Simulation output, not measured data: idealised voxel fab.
The process module that follows is named voxel capacitor over wiring.
Xsec cut, 235 nm wide, square cell size 5 nm.
Think of the cross-section as a grid of square cells. We describe it in bands, top to bottom, and each band covers one or more rows of those cells.
Top, bottom (nm), then materials left to right with widths (nm); lone material tagged "edge to edge" fills the whole band edge to edge; "blank" = empty space.
Heights from 0 (as-received wafer is one material below). Bottom band endless downward, as "0 -> down".
With a width like "30 to 40", each row of cells in the band differs from the next by the same amount, the top row carrying the first number and the bottom row the second.
"nothing changed" (step): cross-section cells unchanged, all of them.
The entry "Sealed voids" lists the empty spaces that cover at least 8 cells and have no open path to the top. Each is written as width x height at distance, where the distance is measured from the left edge and all three values are in nm.
It should be noted that, on the line of a given step, the content following the step's settings is a remark produced by the simulator itself with respect to that step.
A step line may carry the setting "overlay nm", which, for steps involving a mask, states the distance by which the mask lay to the right of its intended position; negative values denote displacement to the left.

-- The following list gives the planned process steps
1 RECEIVE [material Si]
2 CONFORMAL_DEP [material SiO2] [thk nm 10]
3 DIRECTIONAL_DEP [material TiN] [thk nm 5]
4 DIRECTIONAL_DEP [material Ru] [thk nm 25]
5 DIRECTIONAL_DEP [material aC] [thk nm 10]
6 PATTERN [tone cover] [mask id METAL_1] [material resist] [width nm 30] [pitch nm 90] [thk nm 25] [overlay nm 0]
7 DIRECTIONAL_ETCH [etch materials aC] [depth nm 10]
8 STRIP [etch materials resist]
9 DIRECTIONAL_ETCH [etch materials Ru] [depth nm 25]
10 DIRECTIONAL_ETCH [etch materials TiN] [depth nm 5]
11 STRIP [etch materials aC]
12 CONFORMAL_DEP [material SiN] [thk nm 5]
13 FILL_DEP [material SiO2] [thk nm 5]
14 CMP [height nm 40]
15 CONFORMAL_DEP [material SiCN] [thk nm 5]
16 DIRECTIONAL_DEP [material lowk] [thk nm 10]
17 DIRECTIONAL_DEP [material aC] [thk nm 10]
18 PATTERN [tone open] [mask id PLUG_1] [material resist] [width nm 15] [thk nm 25] [overlay nm 0]
19 DIRECTIONAL_ETCH [etch materials aC] [depth nm 10]
20 STRIP [etch materials resist]
21 DIRECTIONAL_ETCH [etch materials lowk] [depth nm 10]
22 DIRECTIONAL_ETCH [etch materials SiCN] [depth nm 5]
23 STRIP [etch materials aC]
24 EPI [material Ru] [thk nm 10]
25 EPI [material Ru] [thk nm 5]
26 DIRECTIONAL_DEP [material TiN] [thk nm 10]
27 DIRECTIONAL_DEP [material Al2O3] [thk nm 5]
28 DIRECTIONAL_DEP [material TiN] [thk nm 10]
29 PATTERN [tone cover] [mask id UPPER_PLATE] [material resist] [width nm 65] [thk nm 20] [overlay nm 0]
30 DIRECTIONAL_ETCH [etch materials TiN] [depth nm 10]
31 DIRECTIONAL_ETCH [etch materials Al2O3] [depth nm 5]
32 STRIP [etch materials resist]
33 DIRECTIONAL_DEP [material aC] [thk nm 15]
34 PATTERN [tone cover] [mask id LOWER_PLATE] [material resist] [width nm 75] [thk nm 35] [overlay nm 0]
35 DIRECTIONAL_ETCH [etch materials aC] [depth nm 15]
36 STRIP [etch materials resist]
37 DIRECTIONAL_ETCH [etch materials TiN] [depth nm 10]
38 STRIP [etch materials aC]
39 FILL_DEP [material SiO2] [thk nm 15]
40 CMP [height nm 90]
41 MASKED_ETCH [tone open] [mask id PLUG_2] [width nm 15] [etch materials SiO2] [depth nm 10] [overlay nm 0]
42 CONFORMAL_DEP [material TiN] [thk nm 5]
43 FILL_DEP [material W] [thk nm 5]
44 CMP [height nm 90]
45 CONFORMAL_DEP [material SiCN] [thk nm 5]

-- First of two wafers, with the run carried out as planned

-- Cross-section of the wafer as it came to us, i.e., already through step 1
- 0 -> down: Si edge to edge
- Sealed voids: none

-- Cross-section of the wafer subsequent to step 2
- 10 -> 0: SiO2 edge to edge
- Lower than 0, everything is as it was.

-- Cross-section of the wafer subsequent to step 3
- 15 -> 10: TiN edge to edge
- Lower than 10, everything is as it was.

-- Cross-section of the wafer subsequent to step 4
- 40 -> 15: Ru edge to edge
- Lower than 15, everything is as it was.

-- Cross-section of the wafer subsequent to step 5
- 50 -> 40: aC edge to edge
- Lower than 40, everything is as it was.

-- Cross-section of the wafer subsequent to step 6
- 75 -> 50: blank: 55 / resist: 30 / blank: 60 / resist: 30 / blank: 60
- Lower than 50, everything is as it was.

-- Cross-section of the wafer subsequent to step 7
- 65 -> 50: blank: 55 / resist: 30 / blank: 60 / resist: 30 / blank: 60
- 50 -> 40: blank: 55 / aC: 30 / blank: 60 / aC: 30 / blank: 60
- Lower than 40, everything is as it was.

-- Cross-section of the wafer subsequent to step 8
- 50 -> 40: blank: 55 / aC: 30 / blank: 60 / aC: 30 / blank: 60
- Lower than 40, everything is as it was.

-- Cross-section of the wafer subsequent to step 9
- 50 -> 40: blank: 55 / aC: 30 / blank: 60 / aC: 30 / blank: 60
- 40 -> 15: blank: 55 / Ru: 30 / blank: 60 / Ru: 30 / blank: 60
- Lower than 15, everything is as it was.

-- Cross-section of the wafer subsequent to step 10
- 50 -> 40: blank: 55 / aC: 30 / blank: 60 / aC: 30 / blank: 60
- 40 -> 15: blank: 55 / Ru: 30 / blank: 60 / Ru: 30 / blank: 60
- 15 -> 10: blank: 55 / TiN: 30 / blank: 60 / TiN: 30 / blank: 60
- Lower than 10, everything is as it was.

-- Cross-section of the wafer subsequent to step 11
- 40 -> 15: blank: 55 / Ru: 30 / blank: 60 / Ru: 30 / blank: 60
- Lower than 15, everything is as it was.

-- Cross-section of the wafer subsequent to step 12
- 45 -> 40: blank: 50 / SiN: 40 / blank: 50 / SiN: 40 / blank: 55
- 40 -> 15: blank: 50 / SiN: 5 / Ru: 30 / SiN: 5 / blank: 50 / SiN: 5 / Ru: 30 / SiN: 5 / blank: 55
- 15 -> 10: SiN: 55 / TiN: 30 / SiN: 60 / TiN: 30 / SiN: 60
- Lower than 10, everything is as it was.

-- Cross-section of the wafer subsequent to step 13
- 50 -> 45: SiO2 edge to edge
- 45 -> 40: SiO2: 50 / SiN: 40 / SiO2: 50 / SiN: 40 / SiO2: 55
- 40 -> 15: SiO2: 50 / SiN: 5 / Ru: 30 / SiN: 5 / SiO2: 50 / SiN: 5 / Ru: 30 / SiN: 5 / SiO2: 55
- Lower than 15, everything is as it was.

-- Cross-section of the wafer subsequent to step 14
- 40 -> 15: SiO2: 50 / SiN: 5 / Ru: 30 / SiN: 5 / SiO2: 50 / SiN: 5 / Ru: 30 / SiN: 5 / SiO2: 55
- Lower than 15, everything is as it was.

-- Cross-section of the wafer subsequent to step 15
- 45 -> 40: SiCN edge to edge
- Lower than 40, everything is as it was.

-- Cross-section of the wafer subsequent to step 16
- 55 -> 45: lowk edge to edge
- Lower than 45, everything is as it was.

-- Cross-section of the wafer subsequent to step 17
- 65 -> 55: aC edge to edge
- Lower than 55, everything is as it was.

-- Cross-section of the wafer subsequent to step 18
- 90 -> 65: resist: 70 / blank: 15 / resist: 150
- Lower than 65, everything is as it was.

-- Cross-section of the wafer subsequent to step 19
- 80 -> 65: resist: 70 / blank: 15 / resist: 150
- 65 -> 55: aC: 70 / blank: 15 / aC: 150
- Lower than 55, everything is as it was.

-- Cross-section of the wafer subsequent to step 20
- 65 -> 55: aC: 70 / blank: 15 / aC: 150
- Lower than 55, everything is as it was.

-- Cross-section of the wafer subsequent to step 21
- 65 -> 55: aC: 70 / blank: 15 / aC: 150
- 55 -> 45: lowk: 70 / blank: 15 / lowk: 150
- Lower than 45, everything is as it was.

-- Cross-section of the wafer subsequent to step 22
- 65 -> 55: aC: 70 / blank: 15 / aC: 150
- 55 -> 45: lowk: 70 / blank: 15 / lowk: 150
- 45 -> 40: SiCN: 70 / blank: 15 / SiCN: 150
- Lower than 40, everything is as it was.

-- Cross-section of the wafer subsequent to step 23
- 55 -> 45: lowk: 70 / blank: 15 / lowk: 150
- Lower than 45, everything is as it was.

-- Cross-section of the wafer subsequent to step 24
- 55 -> 50: lowk: 70 / blank: 15 / lowk: 150
- 50 -> 45: lowk: 70 / Ru: 15 / lowk: 150
- 45 -> 40: SiCN: 70 / Ru: 15 / SiCN: 150
- Lower than 40, everything is as it was.

-- Cross-section of the wafer subsequent to step 25
- 55 -> 45: lowk: 70 / Ru: 15 / lowk: 150
- Lower than 45, everything is as it was.

-- Cross-section of the wafer subsequent to step 26
- 65 -> 55: TiN edge to edge
- Lower than 55, everything is as it was.

-- Cross-section of the wafer subsequent to step 27
- 70 -> 65: Al2O3 edge to edge
- Lower than 65, everything is as it was.

-- Cross-section of the wafer subsequent to step 28
- 80 -> 70: TiN edge to edge
- Lower than 70, everything is as it was.

-- Cross-section of the wafer subsequent to step 29
- 100 -> 80: blank: 70 / resist: 65 / blank: 100
- Lower than 80, everything is as it was.

-- Cross-section of the wafer subsequent to step 30
- 100 -> 80: blank: 70 / resist: 65 / blank: 100
- 80 -> 70: blank: 70 / TiN: 65 / blank: 100
- Lower than 70, everything is as it was.

-- Cross-section of the wafer subsequent to step 31
- 100 -> 80: blank: 70 / resist: 65 / blank: 100
- 80 -> 70: blank: 70 / TiN: 65 / blank: 100
- 70 -> 65: blank: 70 / Al2O3: 65 / blank: 100
- Lower than 65, everything is as it was.

-- Cross-section of the wafer subsequent to step 32
- 80 -> 70: blank: 70 / TiN: 65 / blank: 100
- Lower than 70, everything is as it was.

-- Cross-section of the wafer subsequent to step 33
- 95 -> 80: blank: 70 / aC: 65 / blank: 100
- 80 -> 70: aC: 70 / TiN: 65 / aC: 100
- 70 -> 65: aC: 70 / Al2O3: 65 / aC: 100
- Lower than 65, everything is as it was.

-- Cross-section of the wafer subsequent to step 34
- 130 -> 95: blank: 65 / resist: 75 / blank: 95
- 95 -> 80: blank: 65 / resist: 5 / aC: 65 / resist: 5 / blank: 95
- Lower than 80, everything is as it was.

-- Cross-section of the wafer subsequent to step 35
- 115 -> 95: blank: 65 / resist: 75 / blank: 95
- 95 -> 80: blank: 65 / resist: 5 / aC: 65 / resist: 5 / blank: 95
- 80 -> 70: blank: 65 / aC: 5 / TiN: 65 / aC: 5 / blank: 95
- 70 -> 65: blank: 65 / aC: 5 / Al2O3: 65 / aC: 5 / blank: 95
- Lower than 65, everything is as it was.

-- Cross-section of the wafer subsequent to step 36
- 95 -> 80: blank: 70 / aC: 65 / blank: 100
- Lower than 80, everything is as it was.

-- Cross-section of the wafer subsequent to step 37
- 95 -> 80: blank: 70 / aC: 65 / blank: 100
- 80 -> 70: blank: 65 / aC: 5 / TiN: 65 / aC: 5 / blank: 95
- 70 -> 65: blank: 65 / aC: 5 / Al2O3: 65 / aC: 5 / blank: 95
- 65 -> 55: blank: 65 / TiN: 75 / blank: 95
- Lower than 55, everything is as it was.

-- Cross-section of the wafer subsequent to step 38
- 80 -> 70: blank: 70 / TiN: 65 / blank: 100
- 70 -> 65: blank: 70 / Al2O3: 65 / blank: 100
- Lower than 65, everything is as it was.

-- Cross-section of the wafer subsequent to step 39
- 95 -> 80: SiO2 edge to edge
- 80 -> 70: SiO2: 70 / TiN: 65 / SiO2: 100
- 70 -> 65: SiO2: 70 / Al2O3: 65 / SiO2: 100
- 65 -> 55: SiO2: 65 / TiN: 75 / SiO2: 95
- Lower than 55, everything is as it was.

-- Cross-section of the wafer subsequent to step 40
- 90 -> 80: SiO2 edge to edge
- Lower than 80, everything is as it was.

-- Cross-section of the wafer subsequent to step 41
- 90 -> 80: SiO2: 80 / blank: 15 / SiO2: 140
- Lower than 80, everything is as it was.

-- Cross-section of the wafer subsequent to step 42
- 95 -> 90: TiN: 85 / blank: 5 / TiN: 145
- 90 -> 85: SiO2: 80 / TiN: 5 / blank: 5 / TiN: 5 / SiO2: 140
- 85 -> 80: SiO2: 80 / TiN: 15 / SiO2: 140
- Lower than 80, everything is as it was.

-- Cross-section of the wafer subsequent to step 43
- 100 -> 95: W edge to edge
- 95 -> 90: TiN: 85 / W: 5 / TiN: 145
- 90 -> 85: SiO2: 80 / TiN: 5 / W: 5 / TiN: 5 / SiO2: 140
- Lower than 85, everything is as it was.

-- Cross-section of the wafer subsequent to step 44
- 90 -> 85: SiO2: 80 / TiN: 5 / W: 5 / TiN: 5 / SiO2: 140
- Lower than 85, everything is as it was.

-- Cross-section of the wafer subsequent to step 45
- 95 -> 90: SiCN edge to edge
- Lower than 90, everything is as it was.

-- Now the other wafer: same start, same recipe, but we messed up one thing when running it. Up to and including step 17 it's the same as the first one

-- The second wafer in cross-section, at the planned close of step 18
- 90 -> 65: blank: 70 / resist: 15 / blank: 150
- Lower than 65, everything is as it was.

-- The second wafer in cross-section, at the planned close of step 19
- 80 -> 65: blank: 70 / resist: 15 / blank: 150
- 65 -> 55: blank: 70 / aC: 15 / blank: 150
- Lower than 55, everything is as it was.

-- The second wafer in cross-section, at the planned close of step 20
- 65 -> 55: blank: 70 / aC: 15 / blank: 150
- Lower than 55, everything is as it was.

-- The second wafer in cross-section, at the planned close of step 21
- 65 -> 55: blank: 70 / aC: 15 / blank: 150
- 55 -> 45: blank: 70 / lowk: 15 / blank: 150
- Lower than 45, everything is as it was.

-- The second wafer in cross-section, at the planned close of step 22
- 65 -> 55: blank: 70 / aC: 15 / blank: 150
- 55 -> 45: blank: 70 / lowk: 15 / blank: 150
- 45 -> 40: blank: 70 / SiCN: 15 / blank: 150
- Lower than 40, everything is as it was.

-- The second wafer in cross-section, at the planned close of step 23
- 55 -> 45: blank: 70 / lowk: 15 / blank: 150
- Lower than 45, everything is as it was.

-- The second wafer in cross-section, at the planned close of step 24
- 55 -> 50: blank: 70 / lowk: 15 / blank: 150
- 50 -> 45: blank: 45 / Ru: 25 / lowk: 15 / blank: 50 / Ru: 50 / blank: 50
- 45 -> 40: blank: 45 / Ru: 25 / SiCN: 15 / blank: 50 / Ru: 50 / blank: 50
- Lower than 40, everything is as it was.

-- The second wafer in cross-section, at the planned close of step 25
- 55 -> 45: blank: 40 / Ru: 30 / lowk: 15 / blank: 45 / Ru: 60 / blank: 45
- 45 -> 40: blank: 40 / Ru: 30 / SiCN: 15 / blank: 45 / Ru: 60 / blank: 45
- Lower than 40, everything is as it was.

-- The second wafer in cross-section, at the planned close of step 26
- 65 -> 55: blank: 40 / TiN: 45 / blank: 45 / TiN: 60 / blank: 45
- 55 -> 50: blank: 40 / Ru: 30 / lowk: 15 / blank: 45 / Ru: 60 / blank: 45
- 50 -> 45: TiN: 40 / Ru: 30 / lowk: 15 / TiN: 45 / Ru: 60 / TiN: 45
- 45 -> 40: TiN: 40 / Ru: 30 / SiCN: 15 / TiN: 45 / Ru: 60 / TiN: 45
- Lower than 40, everything is as it was.

-- The second wafer in cross-section, at the planned close of step 27
- 70 -> 65: blank: 40 / Al2O3: 45 / blank: 45 / Al2O3: 60 / blank: 45
- 65 -> 55: blank: 40 / TiN: 45 / blank: 45 / TiN: 60 / blank: 45
- 55 -> 50: Al2O3: 40 / Ru: 30 / lowk: 15 / Al2O3: 45 / Ru: 60 / Al2O3: 45
- Lower than 50, everything is as it was.

-- The second wafer in cross-section, at the planned close of step 28
- 80 -> 70: blank: 40 / TiN: 45 / blank: 45 / TiN: 60 / blank: 45
- 70 -> 65: blank: 40 / Al2O3: 45 / blank: 45 / Al2O3: 60 / blank: 45
- 65 -> 55: TiN edge to edge
- Lower than 55, everything is as it was.

-- The second wafer in cross-section, at the planned close of step 29
- 100 -> 80: blank: 70 / resist: 65 / blank: 100
- 80 -> 70: blank: 40 / TiN: 45 / resist: 45 / TiN: 60 / blank: 45
- 70 -> 65: blank: 40 / Al2O3: 45 / resist: 45 / Al2O3: 60 / blank: 45
- Lower than 65, everything is as it was.

-- The second wafer in cross-section, at the planned close of step 30
- 100 -> 80: blank: 70 / resist: 65 / blank: 100
- 80 -> 70: blank: 70 / TiN: 15 / resist: 45 / TiN: 5 / blank: 100
- 70 -> 65: blank: 40 / Al2O3: 45 / resist: 45 / Al2O3: 60 / blank: 45
- 65 -> 55: blank: 40 / TiN: 150 / blank: 45
- Lower than 55, everything is as it was.

-- The second wafer in cross-section, at the planned close of step 31
- 100 -> 80: blank: 70 / resist: 65 / blank: 100
- 80 -> 70: blank: 70 / TiN: 15 / resist: 45 / TiN: 5 / blank: 100
- 70 -> 65: blank: 70 / Al2O3: 15 / resist: 45 / Al2O3: 5 / blank: 100
- 65 -> 55: blank: 40 / TiN: 150 / blank: 45
- 55 -> 50: blank: 40 / Ru: 30 / lowk: 15 / Al2O3: 45 / Ru: 60 / blank: 45
- Lower than 50, everything is as it was.

-- The second wafer in cross-section, at the planned close of step 32
- 80 -> 70: blank: 70 / TiN: 15 / blank: 45 / TiN: 5 / blank: 100
- 70 -> 65: blank: 70 / Al2O3: 15 / blank: 45 / Al2O3: 5 / blank: 100
- Lower than 65, everything is as it was.

-- The second wafer in cross-section, at the planned close of step 33
- 95 -> 80: blank: 70 / aC: 15 / blank: 45 / aC: 5 / blank: 100
- 80 -> 70: blank: 40 / aC: 30 / TiN: 15 / aC: 45 / TiN: 5 / aC: 55 / blank: 45
- 70 -> 65: blank: 40 / aC: 30 / Al2O3: 15 / aC: 45 / Al2O3: 5 / aC: 55 / blank: 45
- 65 -> 55: aC: 40 / TiN: 150 / aC: 45
- 55 -> 50: aC: 40 / Ru: 30 / lowk: 15 / Al2O3: 45 / Ru: 60 / aC: 45
- Lower than 50, everything is as it was.

-- The second wafer in cross-section, at the planned close of step 34
- 130 -> 95: blank: 65 / resist: 75 / blank: 95
- 95 -> 80: blank: 65 / resist: 5 / aC: 15 / resist: 45 / aC: 5 / resist: 5 / blank: 95
- Lower than 80, everything is as it was.

-- The second wafer in cross-section, at the planned close of step 35
- 115 -> 95: blank: 65 / resist: 75 / blank: 95
- 95 -> 80: blank: 65 / resist: 5 / aC: 15 / resist: 45 / aC: 5 / resist: 5 / blank: 95
- 80 -> 70: blank: 65 / aC: 5 / TiN: 15 / aC: 45 / TiN: 5 / aC: 5 / blank: 95
- 70 -> 65: blank: 65 / aC: 5 / Al2O3: 15 / aC: 45 / Al2O3: 5 / aC: 5 / blank: 95
- 65 -> 55: blank: 40 / TiN: 150 / blank: 45
- 55 -> 50: blank: 40 / Ru: 30 / lowk: 15 / Al2O3: 45 / Ru: 60 / blank: 45
- Lower than 50, everything is as it was.

-- The second wafer in cross-section, at the planned close of step 36
- 95 -> 80: blank: 70 / aC: 15 / blank: 45 / aC: 5 / blank: 100
- Lower than 80, everything is as it was.

-- The second wafer in cross-section, at the planned close of step 37
- 95 -> 80: blank: 70 / aC: 15 / blank: 45 / aC: 5 / blank: 100
- 80 -> 70: blank: 65 / aC: 5 / TiN: 15 / aC: 45 / TiN: 5 / aC: 5 / blank: 95
- 70 -> 65: blank: 65 / aC: 5 / Al2O3: 15 / aC: 45 / Al2O3: 5 / aC: 5 / blank: 95
- 65 -> 55: blank: 65 / TiN: 75 / blank: 95
- 55 -> 50: blank: 40 / Ru: 30 / lowk: 15 / Al2O3: 45 / Ru: 60 / blank: 45
- 50 -> 45: blank: 40 / Ru: 30 / lowk: 15 / TiN: 45 / Ru: 60 / blank: 45
- 45 -> 40: blank: 40 / Ru: 30 / SiCN: 15 / TiN: 45 / Ru: 60 / blank: 45
- Lower than 40, everything is as it was.

-- The second wafer in cross-section, at the planned close of step 38
- 80 -> 70: blank: 70 / TiN: 15 / blank: 45 / TiN: 5 / blank: 100
- 70 -> 65: blank: 70 / Al2O3: 15 / blank: 45 / Al2O3: 5 / blank: 100
- Lower than 65, everything is as it was.

-- The second wafer in cross-section, at the planned close of step 39
- 95 -> 80: SiO2 edge to edge
- 80 -> 70: SiO2: 70 / TiN: 15 / SiO2: 45 / TiN: 5 / SiO2: 100
- 70 -> 65: SiO2: 70 / Al2O3: 15 / SiO2: 45 / Al2O3: 5 / SiO2: 100
- 65 -> 55: SiO2: 65 / TiN: 75 / SiO2: 95
- 55 -> 50: SiO2: 40 / Ru: 30 / lowk: 15 / Al2O3: 45 / Ru: 60 / SiO2: 45
- 50 -> 45: SiO2: 40 / Ru: 30 / lowk: 15 / TiN: 45 / Ru: 60 / SiO2: 45
- 45 -> 40: SiO2: 40 / Ru: 30 / SiCN: 15 / TiN: 45 / Ru: 60 / SiO2: 45
- Lower than 40, everything is as it was.

-- The second wafer in cross-section, at the planned close of step 40
- 90 -> 80: SiO2 edge to edge
- Lower than 80, everything is as it was.

-- The second wafer in cross-section, at the planned close of step 41
- 90 -> 80: SiO2: 80 / blank: 15 / SiO2: 140
- Lower than 80, everything is as it was.

-- The second wafer in cross-section, at the planned close of step 42
- 95 -> 90: TiN: 85 / blank: 5 / TiN: 145
- 90 -> 85: SiO2: 80 / TiN: 5 / blank: 5 / TiN: 5 / SiO2: 140
- 85 -> 80: SiO2: 80 / TiN: 15 / SiO2: 140
- Lower than 80, everything is as it was.

-- The second wafer in cross-section, at the planned close of step 43
- 100 -> 95: W edge to edge
- 95 -> 90: TiN: 85 / W: 5 / TiN: 145
- 90 -> 85: SiO2: 80 / TiN: 5 / W: 5 / TiN: 5 / SiO2: 140
- Lower than 85, everything is as it was.

-- The second wafer in cross-section, at the planned close of step 44
- 90 -> 85: SiO2: 80 / TiN: 5 / W: 5 / TiN: 5 / SiO2: 140
- Lower than 85, everything is as it was.

-- The second wafer in cross-section, at the planned close of step 45
- 95 -> 90: SiCN edge to edge
- Lower than 90, everything is as it was.
what went wrong: note that step 18 departed from the planned setting and was carried out as PATTERN [tone cover] [mask id PLUG_1] [material resist] [width nm 15] [thk nm 25] [overlay nm 0]
The closing comparison, in cells, has the second wafer with more or fewer of some materials than the first: +45 Ru, -41 SiCN, +78 SiO2, -82 lowk
